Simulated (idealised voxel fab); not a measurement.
voxel gate over fins: a process module
The cross-section on display is named cut; it measures 170 nm wide, and its cells are 5 nm squares.
Notation: cross-section as square-cell grid; stated in bands, top first, going down; one or more cell rows per band.
In this notation a band is specified by the heights of its top and bottom, in that order and in nm, after which its materials appear from left to right, each paired with its width in nm. The word "all across" attached to a single material means that material fills the band from edge to edge; the word "empty" stands for empty space.
Height reference: 0 = level under which incoming wafer is all one material. Lowest band: no bottom, runs on downward, e.g. "0..down".
Top row gets the first number, bottom row gets the second, and each row in between changes by the same step: that is how a band width like "30 to 40" works.
"no alteration" means the step left every cell of the cross-section as it was.
Basically, "Enclosed internal voids" tells you about the enclosed voids: empty spaces with no open way to the top, 8 cells or bigger, each written width x height at distance, where distance is from the left edge, all in nm.
The remark found on a step's line after its settings is issued by the simulator itself and pertains to that step.
"overlay nm", when on a step's line for a step with a mask, measures how far to the right of its planned place the mask lay; a negative measure means to the left.
### Listed below are the process steps as planned
1 RECEIVE: material Si
2 CONFORMAL_DEP: material SiN, thk nm 5
3 DIRECTIONAL_DEP: material aC, thk nm 10
4 PATTERN: tone cover, mask id FINS, material resist, width nm 15, pitch nm 55, thk nm 30, overlay nm 0
5 DIRECTIONAL_ETCH: etch materials aC, depth nm 10
6 STRIP: etch materials resist
7 DIRECTIONAL_ETCH: etch materials SiN, depth nm 5
8 DIRECTIONAL_ETCH: etch materials Si, depth nm 30
9 STRIP: etch materials aC
10 OXIDIZE: depth nm 5
11 FILL_DEP: material SiO2, thk nm 5
12 CMP: height nm 5
13 MASKED_ETCH: tone open, mask id RAIL, width nm 15, etch materials SiO2, depth nm 30, overlay nm 0
14 CONFORMAL_DEP: material TiN, thk nm 5
15 FILL_DEP: material W, thk nm 5
16 CMP: height nm 5
17 SELECTIVE_ETCH: etch materials W Ru TiN, depth nm 25
18 FILL_DEP: material SiO2, thk nm 5
19 CMP: height nm 5
20 SELECTIVE_ETCH: etch materials SiO2, depth nm 20
21 STRIP: etch materials SiN
22 CONFORMAL_DEP: material HfO2, thk nm 5
23 CONFORMAL_DEP: material TiN, thk nm 5
24 FILL_DEP: material W, thk nm 15
25 CMP: height nm 20
26 CONFORMAL_DEP: material SiN, thk nm 10
### Cross-section of the incoming wafer, state after step 1
* 0..down: Si all across
* Enclosed internal voids: none
### First wafer of two, sectioned at end of module; run went per plan
* 30..20: SiN all across
* 20..10: W all across
* 10..5: 15 of W / 25 of TiN / 30 of W / 25 of TiN / 30 of W / 25 of TiN / 20 of W
* 5..0: 15 of W / 5 of TiN / 15 of HfO2 / 5 of TiN / 30 of W / 5 of TiN / 15 of HfO2 / 5 of TiN / 30 of W / 5 of TiN / 15 of HfO2 / 5 of TiN / 20 of W
* 0..-5: 15 of W / 5 of TiN / 5 of HfO2 / 5 of Si / 5 of HfO2 / 5 of TiN / 30 of W / 5 of TiN / 5 of HfO2 / 5 of Si / 5 of HfO2 / 5 of TiN / 30 of W / 5 of TiN / 5 of HfO2 / 5 of Si / 5 of HfO2 / 5 of TiN / 20 of W
* -5..-10: 20 of TiN / 5 of HfO2 / 5 of Si / 5 of HfO2 / 40 of TiN / 5 of HfO2 / 5 of Si / 5 of HfO2 / 40 of TiN / 5 of HfO2 / 5 of Si / 5 of HfO2 / 25 of TiN
* -10..-15: 25 of HfO2 / 5 of Si / 50 of HfO2 / 5 of Si / 50 of HfO2 / 5 of Si / 30 of HfO2
* -15..-20: 25 of SiO2 / 5 of Si / 50 of SiO2 / 5 of Si / 50 of SiO2 / 5 of Si / 30 of SiO2
* -20..-25: 25 of SiO2 / 5 of Si / 15 of SiO2 / 15 of TiN / 20 of SiO2 / 5 of Si / 50 of SiO2 / 5 of Si / 30 of SiO2
* -25..-35: 25 of SiO2 / 5 of Si / 50 of SiO2 / 5 of Si / 50 of SiO2 / 5 of Si / 30 of SiO2
* -35..down: Si all across
* Enclosed internal voids: none
### Second wafer through the module, sectioned at the end: same beginning and same plan as the first wafer, with one mistake in carrying it out
* 30..20: SiO2 all across
* 20..10: W all across
* 10..5: 15 of W / 25 of TiN / 30 of W / 25 of TiN / 30 of W / 25 of TiN / 20 of W
* 5..0: 15 of W / 5 of TiN / 15 of HfO2 / 5 of TiN / 30 of W / 5 of TiN / 15 of HfO2 / 5 of TiN / 30 of W / 5 of TiN / 15 of HfO2 / 5 of TiN / 20 of W
* 0..-5: 15 of W / 5 of TiN / 5 of HfO2 / 5 of Si / 5 of HfO2 / 5 of TiN / 30 of W / 5 of TiN / 5 of HfO2 / 5 of Si / 5 of HfO2 / 5 of TiN / 30 of W / 5 of TiN / 5 of HfO2 / 5 of Si / 5 of HfO2 / 5 of TiN / 20 of W
* -5..-10: 20 of TiN / 5 of HfO2 / 5 of Si / 5 of HfO2 / 40 of TiN / 5 of HfO2 / 5 of Si / 5 of HfO2 / 40 of TiN / 5 of HfO2 / 5 of Si / 5 of HfO2 / 25 of TiN
* -10..-15: 25 of HfO2 / 5 of Si / 50 of HfO2 / 5 of Si / 50 of HfO2 / 5 of Si / 30 of HfO2
* -15..-20: 25 of SiO2 / 5 of Si / 50 of SiO2 / 5 of Si / 50 of SiO2 / 5 of Si / 30 of SiO2
* -20..-25: 25 of SiO2 / 5 of Si / 15 of SiO2 / 15 of TiN / 20 of SiO2 / 5 of Si / 50 of SiO2 / 5 of Si / 30 of SiO2
* -25..-35: 25 of SiO2 / 5 of Si / 50 of SiO2 / 5 of Si / 50 of SiO2 / 5 of Si / 30 of SiO2
* -35..down: Si all across
* Enclosed internal voids: none
what went wrong: step 26 went in with a setting other than planned; the actual run was CONFORMAL_DEP: material SiO2, thk nm 10
End check, counted in cells, second wafer has more or fewer of these materials than the first: 68 fewer of SiN | 68 more of SiO2
